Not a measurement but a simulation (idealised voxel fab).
A process module follows: voxel gate over fins.
The cross-section on display is named cut; it measures 280 nm wide, and its cells are 5 nm squares.
Bands, listed from the top down, are how a cross-section gets written in this document; the cross-section itself is a grid of square cells, and a band is one or more rows of them.
Look at the band entry: it leads with the top's height and the bottom's height in nm. Then it lists the materials left to right, with a width in nm for each. The word "throughout" on a single material says that material fills the band edge to edge. The word "empty" is empty space.
Heights are expressed relative to 0, this being the level below which the as-received wafer comprises one material exclusively. The lowest band is unbounded in the downward direction and is denoted as in "from 0 down".
Width spec "30 to 40" -> top row of cells at first value, bottom row at second value, equal per-row change in between.
The designation "no change occurred", where it is given for a processing step, indicates that no cell of the cross-section was altered in the course of that step.
Any empty space of 8 cells or more lacking an open way to the top shows up in "Trapped void list" as width x height at distance, distance from the left edge, in nm.
If you see something after the settings on a step's line, that's the simulator's own remark about that step.
The optional step-line setting "overlay nm" applies to steps with a mask and quantifies how far to the right of its planned location the mask lay, a negative value indicating leftward placement.
# Set out below are the planned steps of the process
1: op RECEIVE | material Si
2: op CONFORMAL_DEP | material SiN | thk nm 5
3: op PATTERN | tone cover | mask id FINS | material resist | width nm 15 | pitch nm 35 | thk nm 15 | overlay nm -15
4: op DIRECTIONAL_ETCH | etch materials SiN | depth nm 5
5: op DIRECTIONAL_ETCH | etch materials Si | depth nm 40
6: op STRIP | etch materials resist
7: op OXIDIZE | depth nm 5
8: op FILL_DEP | material SiO2 | thk nm 15
9: op CMP | height nm 5
10: op SELECTIVE_ETCH | etch materials SiO2 | depth nm 15
11: op STRIP | etch materials SiN
12: op CONFORMAL_DEP | material HfO2 | thk nm 5
13: op CONFORMAL_DEP | material TiN | thk nm 5
14: op CONFORMAL_DEP | material TiAl | thk nm 5
15: op CONFORMAL_DEP | material TiN | thk nm 5
16: op FILL_DEP | material W | thk nm 10
17: op CMP | height nm 25
18: op CONFORMAL_DEP | material SiN | thk nm 10
What sets these wafers apart? The overlay nm at step 3. They all start alike, and the plan carries the first wafer's value.
# As-received state after step 1, first of several wafers, cross-section
    from 0 down  Si throughout
    Trapped void list: none
# Per wafer, end of module: cells gained (+) or lost (-) per material since receipt, then closed voids
overlay nm -15 | +68 HfO2 | -477 Si | +112 SiN | +371 SiO2 | +68 TiAl | +128 TiN | +122 W | Trapped void list: none
overlay nm -10 | +68 HfO2 | -477 Si | +112 SiN | +371 SiO2 | +68 TiAl | +128 TiN | +122 W | Trapped void list: none
overlay nm -5 | +68 HfO2 | -477 Si | +112 SiN | +371 SiO2 | +68 TiAl | +128 TiN | +122 W | Trapped void list: none
overlay nm 0 | +68 HfO2 | -477 Si | +112 SiN | +371 SiO2 | +68 TiAl | +128 TiN | +122 W | Trapped void list: none
overlay nm 5 | +68 HfO2 | -477 Si | +112 SiN | +371 SiO2 | +68 TiAl | +128 TiN | +122 W | Trapped void list: none
overlay nm 10 | +68 HfO2 | -477 Si | +112 SiN | +371 SiO2 | +68 TiAl | +128 TiN | +122 W | Trapped void list: none
overlay nm 15 | +68 HfO2 | -477 Si | +112 SiN | +371 SiO2 | +68 TiAl | +128 TiN | +122 W | Trapped void list: none
